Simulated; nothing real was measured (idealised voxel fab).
Process module name: voxel trench capacitor
For reference, the cross-section in this document is cut, with width 230 nm and square cells of 5 nm.
In what follows, cross-sections appear as grids of square cells, described through bands that run from the top down, where every band is one or more rows of cells. Heights first: top, then bottom, in nm. Then materials, left to right, each with a width in nm. "everywhere" on a single material: fills the band edge to edge. "blank": empty space. It should be noted that heights are counted from 0, beneath which the wafer as supplied is of one material throughout, and that the lowest band possesses no lower boundary but continues downward, as written in "0 and below". Width spec "30 to 40" -> top row of cells at first value, bottom row at second value, equal per-row change in between. Take "no modifications" at face value: in the step it is given for, the cross-section changed in none of its cells. "Enclosed voids" contains a list of empty spaces, each no smaller than 8 cells and without an open way to the top, written in the form width x height at distance with the distance from the left edge and all three in nm. It should be noted that, on the line of a given step, the content following the step's settings is a remark produced by the simulator itself with respect to that step. overlay nm: mask offset rightward from planned place, masked step; negative means leftward offset.

# Planned step list for the process
1 RECEIVE with material Si
2 CONFORMAL_DEP with material SiN, thk nm 10
3 PATTERN with tone open, mask id TRENCH, material resist, width nm 25, pitch nm 55, thk nm 15, overlay nm 0
4 DIRECTIONAL_ETCH with etch materials SiN, depth nm 10
5 DIRECTIONAL_ETCH with etch materials Si, depth nm 30
6 STRIP with etch materials resist
7 CONFORMAL_DEP with material Al2O3, thk nm 5
8 FILL_DEP with material polySi, thk nm 10
9 CMP with height nm 10

# Received-state cross-section, reflecting completion of step 1
* 0 and below: Si everywhere
* Enclosed voids: none

# Sectioned view, first of two wafers, at the close of the module, processed as intended in the plan
* 10 down to 0: SiN: 45; Al2O3: 5; polySi: 15; Al2O3: 5; SiN: 30; Al2O3: 5; polySi: 15; Al2O3: 5; SiN: 30; Al2O3: 5; polySi: 15; Al2O3: 5; SiN: 50
* 0 down to -25: Si: 45; Al2O3: 5; polySi: 15; Al2O3: 5; Si: 30; Al2O3: 5; polySi: 15; Al2O3: 5; Si: 30; Al2O3: 5; polySi: 15; Al2O3: 5; Si: 50
* -25 down to -30: Si: 45; Al2O3: 25; Si: 30; Al2O3: 25; Si: 30; Al2O3: 25; Si: 50
* -30 and below: Si everywhere
* Enclosed voids: none

# Wafer two cross-section, module end. Start and plan unchanged from wafer one; one mistake made during the run
* 10 down to 0: SiN: 45; Al2O3: 5; polySi: 20; Al2O3: 5; SiN: 25; Al2O3: 5; polySi: 20; Al2O3: 5; SiN: 25; Al2O3: 5; polySi: 20; Al2O3: 5; SiN: 45
* 0 down to -25: Si: 45; Al2O3: 5; polySi: 20; Al2O3: 5; Si: 25; Al2O3: 5; polySi: 20; Al2O3: 5; Si: 25; Al2O3: 5; polySi: 20; Al2O3: 5; Si: 45
* -25 down to -30: Si: 45; Al2O3: 30; Si: 25; Al2O3: 30; Si: 25; Al2O3: 30; Si: 45
* -30 and below: Si everywhere
* Enclosed voids: none
Want to know what went wrong? off-plan run, step 3, actual operation and settings PATTERN with tone open, mask id TRENCH, material resist, width nm 30, pitch nm 55, thk nm 15, overlay nm 0
It is noted that, at the conclusion of processing, the second wafer exhibits a higher or lower cell count for certain materials relative to the first: Al2O3 +3, Si -18, SiN -6, polySi +21
